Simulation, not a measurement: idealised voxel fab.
You're looking at the process module voxel self aligned vias.
The figure presents cross-section cut, which has a width of 270 nm and is divided into square cells with an edge length of 5 nm.
The cross-sections in this document take the form of a grid made of square cells. They are written out as bands, in order from top to bottom. Each band consists of one or more rows of cells. Top, bottom (nm), then materials left to right with widths (nm); lone material tagged "everywhere" fills the whole band edge to edge; "empty" = empty space. Height 0 is the level under which the wafer as received is all one material. The lowest band goes on downwards, as in "0 and below". It should be noted that a width expressed as "30->40" varies in equal increments from row to row of cells within the band, taking the value of the first number at the top row and that of the second number at the bottom row. Where a step carries "no change", the cross-section came out of it unchanged, cell for cell. "Enclosed void listing": sealed empty spaces, 8 cells or more, no open way to top, listed width x height at distance, with distance from the left edge and width, height and distance in nm. What comes after the settings on a step's line is commentary from the simulator itself on that step. On any step carrying a mask, the "overlay nm" setting, if present on the step's line, tells how far right of its planned place the mask lay; negative values point to the left.
**These are the steps we planned for the process**
step 1: RECEIVE,material Si
step 2: CONFORMAL_DEP,material SiO2,thk nm 15
step 3: CONFORMAL_DEP,material SiCN,thk nm 5
step 4: DIRECTIONAL_DEP,material SiO2,thk nm 30
step 5: DIRECTIONAL_DEP,material aC,thk nm 10
step 6: PATTERN,tone open,mask id LINES,material resist,width nm 30,pitch nm 65,thk nm 30,overlay nm 0
step 7: DIRECTIONAL_ETCH,etch materials aC,depth nm 10
step 8: STRIP,etch materials resist
step 9: DIRECTIONAL_ETCH,etch materials SiO2,depth nm 30
step 10: STRIP,etch materials aC
step 11: CONFORMAL_DEP,material TiN,thk nm 5
step 12: FILL_DEP,material W,thk nm 5
step 13: CMP,height nm 50
step 14: SELECTIVE_ETCH,etch materials W Ru TiN,depth nm 5
step 15: FILL_DEP,material SiN,thk nm 5
step 16: CMP,height nm 50
step 17: DIRECTIONAL_DEP,material SiO2,thk nm 15
step 18: MASKED_ETCH,tone open,mask id VIAS,width nm 40,pitch nm 65,etch materials SiO2,depth nm 15,overlay nm 0
step 19: MASKED_ETCH,tone open,mask id VIAS,width nm 40,pitch nm 65,etch materials SiN,depth nm 5,overlay nm 0
step 20: CONFORMAL_DEP,material TiN,thk nm 5
step 21: FILL_DEP,material W,thk nm 5
step 22: CMP,height nm 65
step 23: CONFORMAL_DEP,material SiN,thk nm 5
**Shown in cross-section is the wafer as received, that is, as it stands after step 1**
* 0 and below = Si everywhere
* Enclosed void listing: none
**Same starting wafer, same plan as above, one mistake in the execution; this is the cross-section at the end of the module**
* 70 down to 65 = SiN everywhere
* 65 down to 50 = 50 SiO2 | 5 TiN | 30 SiO2 | 5 TiN | 25 SiO2 | 5 TiN | 30 SiO2 | 5 TiN | 25 SiO2 | 5 TiN | 30 SiO2 | 5 TiN | 50 SiO2
* 50 down to 45 = 55 SiO2 | 30 SiN | 35 SiO2 | 30 SiN | 35 SiO2 | 30 SiN | 55 SiO2
* 45 down to 25 = 55 SiO2 | 5 TiN | 20 W | 5 TiN | 35 SiO2 | 5 TiN | 20 W | 5 TiN | 35 SiO2 | 5 TiN | 20 W | 5 TiN | 55 SiO2
* 25 down to 20 = 55 SiO2 | 30 TiN | 35 SiO2 | 30 TiN | 35 SiO2 | 30 TiN | 55 SiO2
* 20 down to 15 = SiCN everywhere
* 15 down to 0 = SiO2 everywhere
* 0 and below = Si everywhere
* Enclosed void listing: none
Want to know what went wrong? steps 17 and 18 of the plan were run in the wrong order, each in the other's place
